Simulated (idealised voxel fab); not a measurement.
voxel wiring stack: a process module
The cross-section shown here is cut; it is 240 nm wide and divided into square cells measuring 5 nm on a side.
In this document a cross-section is written as a grid of square cells. It is given as a series of bands, listed from the top down, and a band is one or more rows of cells. Heads up on the band format: heights come first, top then bottom, in nm. After that it's the materials left to right, each with its width in nm. A single material flagged "full width" fills the whole band edge to edge, and "air" means there's empty space there. Measure heights from 0. That's the level where, below it, the as-received wafer is all one material. The lowest band is bottomless and extends downward; write it as in "0 down". The notation "30->40" denotes a width that varies across the rows of cells in the band, beginning at the first number in the top row, finishing at the second number in the bottom row, and changing by an identical amount from each row to the next. Where a step carries "remains unaltered", the cross-section came out of it unchanged, cell for cell. The list in "Closed void table" covers empty spaces of 8 cells or more that cannot reach the top through any open way, and it gives each as width x height at distance; the distance is from the left edge, and width, height and distance are in nm. Past the settings on a step's line: simulator remark, on that step. Each step line may optionally specify "overlay nm", which for a step with a mask gives the rightward distance between the mask's planned place and where it lay, a negative value indicating the leftward direction.

Below is the list of planned process steps
1 RECEIVE: material Si
2 CONFORMAL_DEP: material SiO2, thk nm 10
3 DIRECTIONAL_DEP: material TiN, thk nm 5
4 DIRECTIONAL_DEP: material Ru, thk nm 15
5 DIRECTIONAL_DEP: material aC, thk nm 10
6 PATTERN: tone cover, mask id METAL_1, material resist, width nm 20, pitch nm 50, thk nm 30, overlay nm 0
7 DIRECTIONAL_ETCH: etch materials aC, depth nm 10
8 STRIP: etch materials resist
9 DIRECTIONAL_ETCH: etch materials Ru, depth nm 15
10 DIRECTIONAL_ETCH: etch materials TiN, depth nm 5
11 STRIP: etch materials aC
12 CONFORMAL_DEP: material SiN, thk nm 5
13 FILL_DEP: material SiO2, thk nm 10
14 CMP: height nm 30
15 CONFORMAL_DEP: material SiCN, thk nm 5
16 DIRECTIONAL_DEP: material lowk, thk nm 10
17 PATTERN: tone open, mask id PLUG_1, material resist, width nm 15, pitch nm 50, thk nm 15, overlay nm 0
18 DIRECTIONAL_ETCH: etch materials lowk, depth nm 10
19 DIRECTIONAL_ETCH: etch materials SiCN, depth nm 5
20 STRIP: etch materials resist
21 EPI: material Ru, thk nm 10
22 EPI: material Ru, thk nm 5
23 CONFORMAL_DEP: material SiN, thk nm 5
24 DIRECTIONAL_DEP: material SiO2, thk nm 20
25 PATTERN: tone open, mask id METAL_2, material resist, width nm 20, pitch nm 50, thk nm 15, overlay nm 0
26 DIRECTIONAL_ETCH: etch materials SiO2, depth nm 20
27 DIRECTIONAL_ETCH: etch materials SiN, depth nm 5
28 STRIP: etch materials resist
29 CONFORMAL_DEP: material TiN, thk nm 5
30 FILL_DEP: material Cu, thk nm 5
31 CMP: height nm 70
32 EPI: material Ru, thk nm 5
33 FILL_DEP: material SiCN, thk nm 5
34 DIRECTIONAL_DEP: material SiO2, thk nm 15
35 MASKED_ETCH: tone open, mask id PLUG_2, width nm 15, pitch nm 50, etch materials SiO2, depth nm 15, overlay nm 0
36 MASKED_ETCH: tone open, mask id PLUG_2, width nm 15, pitch nm 50, etch materials SiCN, depth nm 5, overlay nm 0
37 EPI: material Ru, thk nm 10
38 EPI: material Ru, thk nm 10
39 DIRECTIONAL_DEP: material TiN, thk nm 5
40 DIRECTIONAL_DEP: material Ru, thk nm 25
41 MASKED_ETCH: tone cover, mask id METAL_3, width nm 20, pitch nm 50, etch materials Ru, depth nm 25, overlay nm 0
42 MASKED_ETCH: tone cover, mask id METAL_3, width nm 20, pitch nm 50, etch materials TiN, depth nm 5, overlay nm 0
43 FILL_DEP: material lowk, thk nm 5
44 CMP: height nm 125
45 CONFORMAL_DEP: material SiN, thk nm 5

First out of two wafers; run went to plan

Cross-sectional view of the wafer in its as-received condition, corresponding to the state after step 1
> 0 down = Si full width
> Closed void table: none

State of the wafer after step 2, shown in cross-section
> 10 to 0 = SiO2 full width
> Everything under 0 stays put, no change at all.

State of the wafer after step 3, shown in cross-section
> 15 to 10 = TiN full width
> Everything under 10 stays put, no change at all.

State of the wafer after step 4, shown in cross-section
> 30 to 15 = Ru full width
> Everything under 15 stays put, no change at all.

State of the wafer after step 5, shown in cross-section
> 40 to 30 = aC full width
> Everything under 30 stays put, no change at all.

State of the wafer after step 6, shown in cross-section
> 70 to 40 = air 60, resist 20, air 30, resist 20, air 30, resist 20, air 60
> Everything under 40 stays put, no change at all.

State of the wafer after step 7, shown in cross-section
> 60 to 40 = air 60, resist 20, air 30, resist 20, air 30, resist 20, air 60
> 40 to 30 = air 60, aC 20, air 30, aC 20, air 30, aC 20, air 60
> Everything under 30 stays put, no change at all.

State of the wafer after step 8, shown in cross-section
> 40 to 30 = air 60, aC 20, air 30, aC 20, air 30, aC 20, air 60
> Everything under 30 stays put, no change at all.

State of the wafer after step 9, shown in cross-section
> 40 to 30 = air 60, aC 20, air 30, aC 20, air 30, aC 20, air 60
> 30 to 15 = air 60, Ru 20, air 30, Ru 20, air 30, Ru 20, air 60
> Everything under 15 stays put, no change at all.

State of the wafer after step 10, shown in cross-section
> 40 to 30 = air 60, aC 20, air 30, aC 20, air 30, aC 20, air 60
> 30 to 15 = air 60, Ru 20, air 30, Ru 20, air 30, Ru 20, air 60
> 15 to 10 = air 60, TiN 20, air 30, TiN 20, air 30, TiN 20, air 60
> Everything under 10 stays put, no change at all.

State of the wafer after step 11, shown in cross-section
> 30 to 15 = air 60, Ru 20, air 30, Ru 20, air 30, Ru 20, air 60
> Everything under 15 stays put, no change at all.

State of the wafer after step 12, shown in cross-section
> 35 to 30 = air 55, SiN 30, air 20, SiN 30, air 20, SiN 30, air 55
> 30 to 15 = air 55, SiN 5, Ru 20, SiN 5, air 20, SiN 5, Ru 20, SiN 5, air 20, SiN 5, Ru 20, SiN 5, air 55
> 15 to 10 = SiN 60, TiN 20, SiN 30, TiN 20, SiN 30, TiN 20, SiN 60
> Everything under 10 stays put, no change at all.

State of the wafer after step 13, shown in cross-section
> 45 to 35 = SiO2 full width
> 35 to 30 = SiO2 55, SiN 30, SiO2 20, SiN 30, SiO2 20, SiN 30, SiO2 55
> 30 to 15 = SiO2 55, SiN 5, Ru 20, SiN 5, SiO2 20, SiN 5, Ru 20, SiN 5, SiO2 20, SiN 5, Ru 20, SiN 5, SiO2 55
> Everything under 15 stays put, no change at all.

State of the wafer after step 14, shown in cross-section
> 30 to 15 = SiO2 55, SiN 5, Ru 20, SiN 5, SiO2 20, SiN 5, Ru 20, SiN 5, SiO2 20, SiN 5, Ru 20, SiN 5, SiO2 55
> Everything under 15 stays put, no change at all.

State of the wafer after step 15, shown in cross-section
> 35 to 30 = SiCN full width
> Everything under 30 stays put, no change at all.

State of the wafer after step 16, shown in cross-section
> 45 to 35 = lowk full width
> Everything under 35 stays put, no change at all.

State of the wafer after step 17, shown in cross-section
> 60 to 45 = resist 60, air 15, resist 35, air 15, resist 35, air 15, resist 65
> Everything under 45 stays put, no change at all.

State of the wafer after step 18, shown in cross-section
> 60 to 45 = resist 60, air 15, resist 35, air 15, resist 35, air 15, resist 65
> 45 to 35 = lowk 60, air 15, lowk 35, air 15, lowk 35, air 15, lowk 65
> Everything under 35 stays put, no change at all.

State of the wafer after step 19, shown in cross-section
> 60 to 45 = resist 60, air 15, resist 35, air 15, resist 35, air 15, resist 65
> 45 to 35 = lowk 60, air 15, lowk 35, air 15, lowk 35, air 15, lowk 65
> 35 to 30 = SiCN 60, air 15, SiCN 35, air 15, SiCN 35, air 15, SiCN 65
> Everything under 30 stays put, no change at all.

State of the wafer after step 20, shown in cross-section
> 45 to 35 = lowk 60, air 15, lowk 35, air 15, lowk 35, air 15, lowk 65
> Everything under 35 stays put, no change at all.

State of the wafer after step 21, shown in cross-section
> 45 to 40 = lowk 60, air 15, lowk 35, air 15, lowk 35, air 15, lowk 65
> 40 to 35 = lowk 60, Ru 15, lowk 35, Ru 15, lowk 35, Ru 15, lowk 65
> 35 to 30 = SiCN 60, Ru 15, SiCN 35, Ru 15, SiCN 35, Ru 15, SiCN 65
> Everything under 30 stays put, no change at all.

State of the wafer after step 22, shown in cross-section
> 45 to 35 = lowk 60, Ru 15, lowk 35, Ru 15, lowk 35, Ru 15, lowk 65
> Everything under 35 stays put, no change at all.

State of the wafer after step 23, shown in cross-section
> 50 to 45 = SiN full width
> Everything under 45 stays put, no change at all.

State of the wafer after step 24, shown in cross-section
> 70 to 50 = SiO2 full width
> Everything under 50 stays put, no change at all.

State of the wafer after step 25, shown in cross-section
> 85 to 70 = resist 60, air 20, resist 30, air 20, resist 30, air 20, resist 60
> Everything under 70 stays put, no change at all.

State of the wafer after step 26, shown in cross-section
> 85 to 70 = resist 60, air 20, resist 30, air 20, resist 30, air 20, resist 60
> 70 to 50 = SiO2 60, air 20, SiO2 30, air 20, SiO2 30, air 20, SiO2 60
> Everything under 50 stays put, no change at all.

State of the wafer after step 27, shown in cross-section
> 85 to 70 = resist 60, air 20, resist 30, air 20, resist 30, air 20, resist 60
> 70 to 50 = SiO2 60, air 20, SiO2 30, air 20, SiO2 30, air 20, SiO2 60
> 50 to 45 = SiN 60, air 20, SiN 30, air 20, SiN 30, air 20, SiN 60
> Everything under 45 stays put, no change at all.

State of the wafer after step 28, shown in cross-section
> 70 to 50 = SiO2 60, air 20, SiO2 30, air 20, SiO2 30, air 20, SiO2 60
> Everything under 50 stays put, no change at all.

State of the wafer after step 29, shown in cross-section
> 75 to 70 = TiN 65, air 10, TiN 40, air 10, TiN 40, air 10, TiN 65
> 70 to 50 = SiO2 60, TiN 5, air 10, TiN 5, SiO2 30, TiN 5, air 10, TiN 5, SiO2 30, TiN 5, air 10, TiN 5, SiO2 60
> 50 to 45 = SiN 60, TiN 20, SiN 30, TiN 20, SiN 30, TiN 20, SiN 60
> Everything under 45 stays put, no change at all.

State of the wafer after step 30, shown in cross-section
> 80 to 75 = Cu full width
> 75 to 70 = TiN 65, Cu 10, TiN 40, Cu 10, TiN 40, Cu 10, TiN 65
> 70 to 50 = SiO2 60, TiN 5, Cu 10, TiN 5, SiO2 30, TiN 5, Cu 10, TiN 5, SiO2 30, TiN 5, Cu 10, TiN 5, SiO2 60
> Everything under 50 stays put, no change at all.

State of the wafer after step 31, shown in cross-section
> 70 to 50 = SiO2 60, TiN 5, Cu 10, TiN 5, SiO2 30, TiN 5, Cu 10, TiN 5, SiO2 30, TiN 5, Cu 10, TiN 5, SiO2 60
> Everything under 50 stays put, no change at all.

State of the wafer after step 32, shown in cross-section
> 75 to 70 = air 55, Ru 30, air 20, Ru 30, air 20, Ru 30, air 55
> Everything under 70 stays put, no change at all.

State of the wafer after step 33, shown in cross-section
> 80 to 75 = SiCN full width
> 75 to 70 = SiCN 55, Ru 30, SiCN 20, Ru 30, SiCN 20, Ru 30, SiCN 55
> Everything under 70 stays put, no change at all.

State of the wafer after step 34, shown in cross-section
> 95 to 80 = SiO2 full width
> Everything under 80 stays put, no change at all.

State of the wafer after step 35, shown in cross-section
> 95 to 80 = SiO2 60, air 15, SiO2 35, air 15, SiO2 35, air 15, SiO2 65
> Everything under 80 stays put, no change at all.

State of the wafer after step 36, shown in cross-section
> 95 to 80 = SiO2 60, air 15, SiO2 35, air 15, SiO2 35, air 15, SiO2 65
> 80 to 75 = SiCN 60, air 15, SiCN 35, air 15, SiCN 35, air 15, SiCN 65
> Everything under 75 stays put, no change at all.

State of the wafer after step 37, shown in cross-section
> 95 to 85 = SiO2 60, air 15, SiO2 35, air 15, SiO2 35, air 15, SiO2 65
> 85 to 80 = SiO2 60, Ru 15, SiO2 35, Ru 15, SiO2 35, Ru 15, SiO2 65
> 80 to 70 = SiCN 60->55, Ru 15->30, SiCN 35->20, Ru 15->30, SiCN 35->20, Ru 15->30, SiCN 65->55
> Everything under 70 stays put, no change at all.

State of the wafer after step 38, shown in cross-section
> 95 to 80 = SiO2 60, Ru 15, SiO2 35, Ru 15, SiO2 35, Ru 15, SiO2 65
> Everything under 80 stays put, no change at all.

State of the wafer after step 39, shown in cross-section
> 100 to 95 = TiN full width
> Everything under 95 stays put, no change at all.

State of the wafer after step 40, shown in cross-section
> 125 to 100 = Ru full width
> Everything under 100 stays put, no change at all.

State of the wafer after step 41, shown in cross-section
> 125 to 100 = air 60, Ru 20, air 30, Ru 20, air 30, Ru 20, air 60
> Everything under 100 stays put, no change at all.

State of the wafer after step 42, shown in cross-section
> 125 to 100 = air 60, Ru 20, air 30, Ru 20, air 30, Ru 20, air 60
> 100 to 95 = air 60, TiN 20, air 30, TiN 20, air 30, TiN 20, air 60
> Everything under 95 stays put, no change at all.

State of the wafer after step 43, shown in cross-section
> 130 to 125 = lowk full width
> 125 to 100 = lowk 60, Ru 20, lowk 30, Ru 20, lowk 30, Ru 20, lowk 60
> 100 to 95 = lowk 60, TiN 20, lowk 30, TiN 20, lowk 30, TiN 20, lowk 60
> Everything under 95 stays put, no change at all.

State of the wafer after step 44, shown in cross-section
> 125 to 100 = lowk 60, Ru 20, lowk 30, Ru 20, lowk 30, Ru 20, lowk 60
> Everything under 100 stays put, no change at all.

State of the wafer after step 45, shown in cross-section
> 130 to 125 = SiN full width
> Everything under 125 stays put, no change at all.

Second of two: same start, same plan, one run error; steps up to and including 33 match the first

Planned end of step 34: second wafer, cross-section
> 110 to 80 = SiO2 full width
> Everything under 80 stays put, no change at all.

Planned end of step 35: second wafer, cross-section
> 110 to 95 = SiO2 60, air 15, SiO2 35, air 15, SiO2 35, air 15, SiO2 65
> Everything under 95 stays put, no change at all.

Planned end of step 36: second wafer, cross-section: remains unaltered

Planned end of step 37: second wafer, cross-section: remains unaltered

Planned end of step 38: second wafer, cross-section: remains unaltered

Planned end of step 39: second wafer, cross-section
> 115 to 110 = TiN 60, air 15, TiN 35, air 15, TiN 35, air 15, TiN 65
> 110 to 100 = SiO2 60, air 15, SiO2 35, air 15, SiO2 35, air 15, SiO2 65
> 100 to 95 = SiO2 60, TiN 15, SiO2 35, TiN 15, SiO2 35, TiN 15, SiO2 65
> Everything under 95 stays put, no change at all.

Planned end of step 40: second wafer, cross-section
> 140 to 125 = Ru 60, air 15, Ru 35, air 15, Ru 35, air 15, Ru 65
> 125 to 115 = Ru full width
> 115 to 110 = TiN 60, Ru 15, TiN 35, Ru 15, TiN 35, Ru 15, TiN 65
> 110 to 100 = SiO2 60, Ru 15, SiO2 35, Ru 15, SiO2 35, Ru 15, SiO2 65
> Everything under 100 stays put, no change at all.

Planned end of step 41: second wafer, cross-section
> 140 to 125 = air 75, Ru 5, air 45, Ru 5, air 45, Ru 5, air 60
> 125 to 115 = air 60, Ru 20, air 30, Ru 20, air 30, Ru 20, air 60
> Everything under 115 stays put, no change at all.

Planned end of step 42: second wafer, cross-section
> 140 to 125 = air 75, Ru 5, air 45, Ru 5, air 45, Ru 5, air 60
> 125 to 115 = air 60, Ru 20, air 30, Ru 20, air 30, Ru 20, air 60
> 115 to 110 = air 60, Ru 15, TiN 5, air 30, Ru 15, TiN 5, air 30, Ru 15, TiN 5, air 60
> Everything under 110 stays put, no change at all.

Planned end of step 43: second wafer, cross-section
> 145 to 140 = lowk full width
> 140 to 125 = lowk 75, Ru 5, lowk 45, Ru 5, lowk 45, Ru 5, lowk 60
> 125 to 115 = lowk 60, Ru 20, lowk 30, Ru 20, lowk 30, Ru 20, lowk 60
> 115 to 110 = lowk 60, Ru 15, TiN 5, lowk 30, Ru 15, TiN 5, lowk 30, Ru 15, TiN 5, lowk 60
> Everything under 110 stays put, no change at all.

Planned end of step 44: second wafer, cross-section
> 125 to 115 = lowk 60, Ru 20, lowk 30, Ru 20, lowk 30, Ru 20, lowk 60
> Everything under 115 stays put, no change at all.

Planned end of step 45: second wafer, cross-section
> 130 to 125 = SiN full width
> Everything under 125 stays put, no change at all.
What went wrong in running the wafer? execution of plan step 34 occurred twice
The second wafer ends with more or fewer cells of some materials than the first, per final count: Ru: 45 fewer, SiCN: 9 more, SiO2: 144 more, lowk: 108 fewer
